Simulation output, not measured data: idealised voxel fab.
The document below concerns the process module designated voxel wiring stack.
Section cut is 175 nm wide and gridded with 5 nm square cells.
Cross-section, as written here: a square-cell grid given band by band from the top down, where a band holds one or more rows of cells.
First you get the band's top height and its bottom height, in nm, and then the materials it's made of, left to right, with each width in nm. If you see a single material with "everywhere", that one covers the band edge to edge. "air" is empty space.
Beneath 0, the wafer as received is one material, and that level is where height counting begins. The lowest band goes on downward without a bottom; it is written like "0 -> down".
Per-row width for "30 to 40": begins at first number (top row of band), ends at second number (bottom row), increment between rows held constant.
A step reported as "no modifications" is a step in which no cell of the cross-section changed.
"Closed void entries" - sealed voids, min. 8 cells, no opening to top; format: width x height at distance (distance from left edge; nm throughout).
Heads up: the bit after the settings on a step's line is the simulator's remark on that step.
Steps that use a mask can have "overlay nm" on their line. It says how far the mask sat to the right of where it was meant to be. Negative means to the left.
**Steps in the process plan**
1,RECEIVE [material Si]
2,CONFORMAL_DEP [material SiO2] [thk nm 10]
3,DIRECTIONAL_DEP [material TiN] [thk nm 5]
4,DIRECTIONAL_DEP [material W] [thk nm 15]
5,PATTERN [tone cover] [mask id METAL_1] [material resist] [width nm 30] [pitch nm 55] [thk nm 15] [overlay nm 0]
6,DIRECTIONAL_ETCH [etch materials W] [depth nm 15]
7,DIRECTIONAL_ETCH [etch materials TiN] [depth nm 5]
8,STRIP [etch materials resist]
9,FILL_DEP [material lowk] [thk nm 5]
10,CMP [height nm 30]
11,CONFORMAL_DEP [material SiCN] [thk nm 5]
12,DIRECTIONAL_DEP [material SiO2] [thk nm 35]
13,PATTERN [tone open] [mask id METAL_2] [material resist] [width nm 30] [pitch nm 55] [thk nm 20] [overlay nm 0]
14,DIRECTIONAL_ETCH [etch materials SiO2] [depth nm 20]
15,STRIP [etch materials resist]
16,PATTERN [tone open] [mask id METAL_2_HOLES] [material resist] [width nm 15] [pitch nm 55] [thk nm 20] [overlay nm 0]
17,DIRECTIONAL_ETCH [etch materials SiO2] [depth nm 15]
18,DIRECTIONAL_ETCH [etch materials SiCN] [depth nm 5]
19,STRIP [etch materials resist]
20,CONFORMAL_DEP [material TiN] [thk nm 5]
21,FILL_DEP [material Cu] [thk nm 5]
22,CMP [height nm 70]
23,CONFORMAL_DEP [material SiCN] [thk nm 5]
**Account of the first of two wafers, which was processed as intended**
**As received (post step 1): cross-section**
0 -> down  Si everywhere
Closed void entries: none
**You're looking at a cross-section of the wafer after step 2**
10 -> 0  SiO2 everywhere
Rest of section, below 0: as before.
**You're looking at a cross-section of the wafer after step 3**
15 -> 10  TiN everywhere
Rest of section, below 10: as before.
**You're looking at a cross-section of the wafer after step 4**
30 -> 15  W everywhere
Rest of section, below 15: as before.
**You're looking at a cross-section of the wafer after step 5**
45 -> 30  air 15 nm  resist 30 nm  air 25 nm  resist 30 nm  air 25 nm  resist 30 nm  air 20 nm
Rest of section, below 30: as before.
**You're looking at a cross-section of the wafer after step 6**
45 -> 30  air 15 nm  resist 30 nm  air 25 nm  resist 30 nm  air 25 nm  resist 30 nm  air 20 nm
30 -> 15  air 15 nm  W 30 nm  air 25 nm  W 30 nm  air 25 nm  W 30 nm  air 20 nm
Rest of section, below 15: as before.
**You're looking at a cross-section of the wafer after step 7**
45 -> 30  air 15 nm  resist 30 nm  air 25 nm  resist 30 nm  air 25 nm  resist 30 nm  air 20 nm
30 -> 15  air 15 nm  W 30 nm  air 25 nm  W 30 nm  air 25 nm  W 30 nm  air 20 nm
15 -> 10  air 15 nm  TiN 30 nm  air 25 nm  TiN 30 nm  air 25 nm  TiN 30 nm  air 20 nm
Rest of section, below 10: as before.
**You're looking at a cross-section of the wafer after step 8**
30 -> 15  air 15 nm  W 30 nm  air 25 nm  W 30 nm  air 25 nm  W 30 nm  air 20 nm
Rest of section, below 15: as before.
**You're looking at a cross-section of the wafer after step 9**
35 -> 30  lowk everywhere
30 -> 15  lowk 15 nm  W 30 nm  lowk 25 nm  W 30 nm  lowk 25 nm  W 30 nm  lowk 20 nm
15 -> 10  lowk 15 nm  TiN 30 nm  lowk 25 nm  TiN 30 nm  lowk 25 nm  TiN 30 nm  lowk 20 nm
Rest of section, below 10: as before.
**You're looking at a cross-section of the wafer after step 10**
30 -> 15  lowk 15 nm  W 30 nm  lowk 25 nm  W 30 nm  lowk 25 nm  W 30 nm  lowk 20 nm
Rest of section, below 15: as before.
**You're looking at a cross-section of the wafer after step 11**
35 -> 30  SiCN everywhere
Rest of section, below 30: as before.
**You're looking at a cross-section of the wafer after step 12**
70 -> 35  SiO2 everywhere
Rest of section, below 35: as before.
**You're looking at a cross-section of the wafer after step 13**
90 -> 70  resist 15 nm  air 30 nm  resist 25 nm  air 30 nm  resist 25 nm  air 30 nm  resist 20 nm
Rest of section, below 70: as before.
**You're looking at a cross-section of the wafer after step 14**
90 -> 70  resist 15 nm  air 30 nm  resist 25 nm  air 30 nm  resist 25 nm  air 30 nm  resist 20 nm
70 -> 50  SiO2 15 nm  air 30 nm  SiO2 25 nm  air 30 nm  SiO2 25 nm  air 30 nm  SiO2 20 nm
Rest of section, below 50: as before.
**You're looking at a cross-section of the wafer after step 15**
70 -> 50  SiO2 15 nm  air 30 nm  SiO2 25 nm  air 30 nm  SiO2 25 nm  air 30 nm  SiO2 20 nm
Rest of section, below 50: as before.
**You're looking at a cross-section of the wafer after step 16**
90 -> 70  resist 15 nm  air 15 nm  resist 40 nm  air 15 nm  resist 40 nm  air 15 nm  resist 35 nm
70 -> 50  SiO2 15 nm  air 15 nm  resist 15 nm  SiO2 25 nm  air 15 nm  resist 15 nm  SiO2 25 nm  air 15 nm  resist 15 nm  SiO2 20 nm
Rest of section, below 50: as before.
**You're looking at a cross-section of the wafer after step 17**
90 -> 70  resist 15 nm  air 15 nm  resist 40 nm  air 15 nm  resist 40 nm  air 15 nm  resist 35 nm
70 -> 50  SiO2 15 nm  air 15 nm  resist 15 nm  SiO2 25 nm  air 15 nm  resist 15 nm  SiO2 25 nm  air 15 nm  resist 15 nm  SiO2 20 nm
50 -> 35  SiO2 15 nm  air 15 nm  SiO2 40 nm  air 15 nm  SiO2 40 nm  air 15 nm  SiO2 35 nm
Rest of section, below 35: as before.
**You're looking at a cross-section of the wafer after step 18**
90 -> 70  resist 15 nm  air 15 nm  resist 40 nm  air 15 nm  resist 40 nm  air 15 nm  resist 35 nm
70 -> 50  SiO2 15 nm  air 15 nm  resist 15 nm  SiO2 25 nm  air 15 nm  resist 15 nm  SiO2 25 nm  air 15 nm  resist 15 nm  SiO2 20 nm
50 -> 35  SiO2 15 nm  air 15 nm  SiO2 40 nm  air 15 nm  SiO2 40 nm  air 15 nm  SiO2 35 nm
35 -> 30  SiCN 15 nm  air 15 nm  SiCN 40 nm  air 15 nm  SiCN 40 nm  air 15 nm  SiCN 35 nm
Rest of section, below 30: as before.
**You're looking at a cross-section of the wafer after step 19**
70 -> 50  SiO2 15 nm  air 30 nm  SiO2 25 nm  air 30 nm  SiO2 25 nm  air 30 nm  SiO2 20 nm
Rest of section, below 50: as before.
**You're looking at a cross-section of the wafer after step 20**
75 -> 70  TiN 20 nm  air 20 nm  TiN 35 nm  air 20 nm  TiN 35 nm  air 20 nm  TiN 25 nm
70 -> 55  SiO2 15 nm  TiN 5 nm  air 20 nm  TiN 5 nm  SiO2 25 nm  TiN 5 nm  air 20 nm  TiN 5 nm  SiO2 25 nm  TiN 5 nm  air 20 nm  TiN 5 nm  SiO2 20 nm
55 -> 50  SiO2 15 nm  TiN 5 nm  air 5 nm  TiN 20 nm  SiO2 25 nm  TiN 5 nm  air 5 nm  TiN 20 nm  SiO2 25 nm  TiN 5 nm  air 5 nm  TiN 20 nm  SiO2 20 nm
50 -> 35  SiO2 15 nm  TiN 5 nm  air 5 nm  TiN 5 nm  SiO2 40 nm  TiN 5 nm  air 5 nm  TiN 5 nm  SiO2 40 nm  TiN 5 nm  air 5 nm  TiN 5 nm  SiO2 35 nm
35 -> 30  SiCN 15 nm  TiN 15 nm  SiCN 40 nm  TiN 15 nm  SiCN 40 nm  TiN 15 nm  SiCN 35 nm
Rest of section, below 30: as before.
**You're looking at a cross-section of the wafer after step 21**
80 -> 75  Cu everywhere
75 -> 70  TiN 20 nm  Cu 20 nm  TiN 35 nm  Cu 20 nm  TiN 35 nm  Cu 20 nm  TiN 25 nm
70 -> 55  SiO2 15 nm  TiN 5 nm  Cu 20 nm  TiN 5 nm  SiO2 25 nm  TiN 5 nm  Cu 20 nm  TiN 5 nm  SiO2 25 nm  TiN 5 nm  Cu 20 nm  TiN 5 nm  SiO2 20 nm
55 -> 50  SiO2 15 nm  TiN 5 nm  Cu 5 nm  TiN 20 nm  SiO2 25 nm  TiN 5 nm  Cu 5 nm  TiN 20 nm  SiO2 25 nm  TiN 5 nm  Cu 5 nm  TiN 20 nm  SiO2 20 nm
50 -> 35  SiO2 15 nm  TiN 5 nm  Cu 5 nm  TiN 5 nm  SiO2 40 nm  TiN 5 nm  Cu 5 nm  TiN 5 nm  SiO2 40 nm  TiN 5 nm  Cu 5 nm  TiN 5 nm  SiO2 35 nm
Rest of section, below 35: as before.
**You're looking at a cross-section of the wafer after step 22**
70 -> 55  SiO2 15 nm  TiN 5 nm  Cu 20 nm  TiN 5 nm  SiO2 25 nm  TiN 5 nm  Cu 20 nm  TiN 5 nm  SiO2 25 nm  TiN 5 nm  Cu 20 nm  TiN 5 nm  SiO2 20 nm
Rest of section, below 55: as before.
**You're looking at a cross-section of the wafer after step 23**
75 -> 70  SiCN everywhere
Rest of section, below 70: as before.
**Second wafer, same starting state and plan as the first, one mistake in the run, identical through step 4**
**Second wafer, cross-section, planned end of step 5**
45 -> 30  air 15 nm  resist 35 nm  air 20 nm  resist 35 nm  air 20 nm  resist 35 nm  air 15 nm
Rest of section, below 30: as before.
**Second wafer, cross-section, planned end of step 6**
45 -> 30  air 15 nm  resist 35 nm  air 20 nm  resist 35 nm  air 20 nm  resist 35 nm  air 15 nm
30 -> 15  air 15 nm  W 35 nm  air 20 nm  W 35 nm  air 20 nm  W 35 nm  air 15 nm
Rest of section, below 15: as before.
**Second wafer, cross-section, planned end of step 7**
45 -> 30  air 15 nm  resist 35 nm  air 20 nm  resist 35 nm  air 20 nm  resist 35 nm  air 15 nm
30 -> 15  air 15 nm  W 35 nm  air 20 nm  W 35 nm  air 20 nm  W 35 nm  air 15 nm
15 -> 10  air 15 nm  TiN 35 nm  air 20 nm  TiN 35 nm  air 20 nm  TiN 35 nm  air 15 nm
Rest of section, below 10: as before.
**Second wafer, cross-section, planned end of step 8**
30 -> 15  air 15 nm  W 35 nm  air 20 nm  W 35 nm  air 20 nm  W 35 nm  air 15 nm
Rest of section, below 15: as before.
**Second wafer, cross-section, planned end of step 9**
35 -> 30  lowk everywhere
30 -> 15  lowk 15 nm  W 35 nm  lowk 20 nm  W 35 nm  lowk 20 nm  W 35 nm  lowk 15 nm
15 -> 10  lowk 15 nm  TiN 35 nm  lowk 20 nm  TiN 35 nm  lowk 20 nm  TiN 35 nm  lowk 15 nm
Rest of section, below 10: as before.
**Second wafer, cross-section, planned end of step 10**
30 -> 15  lowk 15 nm  W 35 nm  lowk 20 nm  W 35 nm  lowk 20 nm  W 35 nm  lowk 15 nm
Rest of section, below 15: as before.
**Second wafer, cross-section, planned end of step 11**
35 -> 30  SiCN everywhere
Rest of section, below 30: as before.
**Second wafer, cross-section, planned end of step 12**
70 -> 35  SiO2 everywhere
Rest of section, below 35: as before.
**Second wafer, cross-section, planned end of step 13**
90 -> 70  resist 15 nm  air 30 nm  resist 25 nm  air 30 nm  resist 25 nm  air 30 nm  resist 20 nm
Rest of section, below 70: as before.
**Second wafer, cross-section, planned end of step 14**
90 -> 70  resist 15 nm  air 30 nm  resist 25 nm  air 30 nm  resist 25 nm  air 30 nm  resist 20 nm
70 -> 50  SiO2 15 nm  air 30 nm  SiO2 25 nm  air 30 nm  SiO2 25 nm  air 30 nm  SiO2 20 nm
Rest of section, below 50: as before.
**Second wafer, cross-section, planned end of step 15**
70 -> 50  SiO2 15 nm  air 30 nm  SiO2 25 nm  air 30 nm  SiO2 25 nm  air 30 nm  SiO2 20 nm
Rest of section, below 50: as before.
**Second wafer, cross-section, planned end of step 16**
90 -> 70  resist 15 nm  air 15 nm  resist 40 nm  air 15 nm  resist 40 nm  air 15 nm  resist 35 nm
70 -> 50  SiO2 15 nm  air 15 nm  resist 15 nm  SiO2 25 nm  air 15 nm  resist 15 nm  SiO2 25 nm  air 15 nm  resist 15 nm  SiO2 20 nm
Rest of section, below 50: as before.
**Second wafer, cross-section, planned end of step 17**
90 -> 70  resist 15 nm  air 15 nm  resist 40 nm  air 15 nm  resist 40 nm  air 15 nm  resist 35 nm
70 -> 50  SiO2 15 nm  air 15 nm  resist 15 nm  SiO2 25 nm  air 15 nm  resist 15 nm  SiO2 25 nm  air 15 nm  resist 15 nm  SiO2 20 nm
50 -> 35  SiO2 15 nm  air 15 nm  SiO2 40 nm  air 15 nm  SiO2 40 nm  air 15 nm  SiO2 35 nm
Rest of section, below 35: as before.
**Second wafer, cross-section, planned end of step 18**
90 -> 70  resist 15 nm  air 15 nm  resist 40 nm  air 15 nm  resist 40 nm  air 15 nm  resist 35 nm
70 -> 50  SiO2 15 nm  air 15 nm  resist 15 nm  SiO2 25 nm  air 15 nm  resist 15 nm  SiO2 25 nm  air 15 nm  resist 15 nm  SiO2 20 nm
50 -> 35  SiO2 15 nm  air 15 nm  SiO2 40 nm  air 15 nm  SiO2 40 nm  air 15 nm  SiO2 35 nm
35 -> 30  SiCN 15 nm  air 15 nm  SiCN 40 nm  air 15 nm  SiCN 40 nm  air 15 nm  SiCN 35 nm
Rest of section, below 30: as before.
**Second wafer, cross-section, planned end of step 19**
70 -> 50  SiO2 15 nm  air 30 nm  SiO2 25 nm  air 30 nm  SiO2 25 nm  air 30 nm  SiO2 20 nm
Rest of section, below 50: as before.
**Second wafer, cross-section, planned end of step 20**
75 -> 70  TiN 20 nm  air 20 nm  TiN 35 nm  air 20 nm  TiN 35 nm  air 20 nm  TiN 25 nm
70 -> 55  SiO2 15 nm  TiN 5 nm  air 20 nm  TiN 5 nm  SiO2 25 nm  TiN 5 nm  air 20 nm  TiN 5 nm  SiO2 25 nm  TiN 5 nm  air 20 nm  TiN 5 nm  SiO2 20 nm
55 -> 50  SiO2 15 nm  TiN 5 nm  air 5 nm  TiN 20 nm  SiO2 25 nm  TiN 5 nm  air 5 nm  TiN 20 nm  SiO2 25 nm  TiN 5 nm  air 5 nm  TiN 20 nm  SiO2 20 nm
50 -> 35  SiO2 15 nm  TiN 5 nm  air 5 nm  TiN 5 nm  SiO2 40 nm  TiN 5 nm  air 5 nm  TiN 5 nm  SiO2 40 nm  TiN 5 nm  air 5 nm  TiN 5 nm  SiO2 35 nm
35 -> 30  SiCN 15 nm  TiN 15 nm  SiCN 40 nm  TiN 15 nm  SiCN 40 nm  TiN 15 nm  SiCN 35 nm
Rest of section, below 30: as before.
**Second wafer, cross-section, planned end of step 21**
80 -> 75  Cu everywhere
75 -> 70  TiN 20 nm  Cu 20 nm  TiN 35 nm  Cu 20 nm  TiN 35 nm  Cu 20 nm  TiN 25 nm
70 -> 55  SiO2 15 nm  TiN 5 nm  Cu 20 nm  TiN 5 nm  SiO2 25 nm  TiN 5 nm  Cu 20 nm  TiN 5 nm  SiO2 25 nm  TiN 5 nm  Cu 20 nm  TiN 5 nm  SiO2 20 nm
55 -> 50  SiO2 15 nm  TiN 5 nm  Cu 5 nm  TiN 20 nm  SiO2 25 nm  TiN 5 nm  Cu 5 nm  TiN 20 nm  SiO2 25 nm  TiN 5 nm  Cu 5 nm  TiN 20 nm  SiO2 20 nm
50 -> 35  SiO2 15 nm  TiN 5 nm  Cu 5 nm  TiN 5 nm  SiO2 40 nm  TiN 5 nm  Cu 5 nm  TiN 5 nm  SiO2 40 nm  TiN 5 nm  Cu 5 nm  TiN 5 nm  SiO2 35 nm
Rest of section, below 35: as before.
**Second wafer, cross-section, planned end of step 22**
70 -> 55  SiO2 15 nm  TiN 5 nm  Cu 20 nm  TiN 5 nm  SiO2 25 nm  TiN 5 nm  Cu 20 nm  TiN 5 nm  SiO2 25 nm  TiN 5 nm  Cu 20 nm  TiN 5 nm  SiO2 20 nm
Rest of section, below 55: as before.
**Second wafer, cross-section, planned end of step 23**
75 -> 70  SiCN everywhere
Rest of section, below 70: as before.
Deviation noted in wafer processing: step 5 went in with a setting other than planned; the actual run was PATTERN [tone cover] [mask id METAL_1] [material resist] [width nm 35] [pitch nm 55] [thk nm 15] [overlay nm 0]
Final wafer comparison in cells, second versus first, more or fewer per material: TiN: 3 more, W: 9 more, lowk: 12 fewer
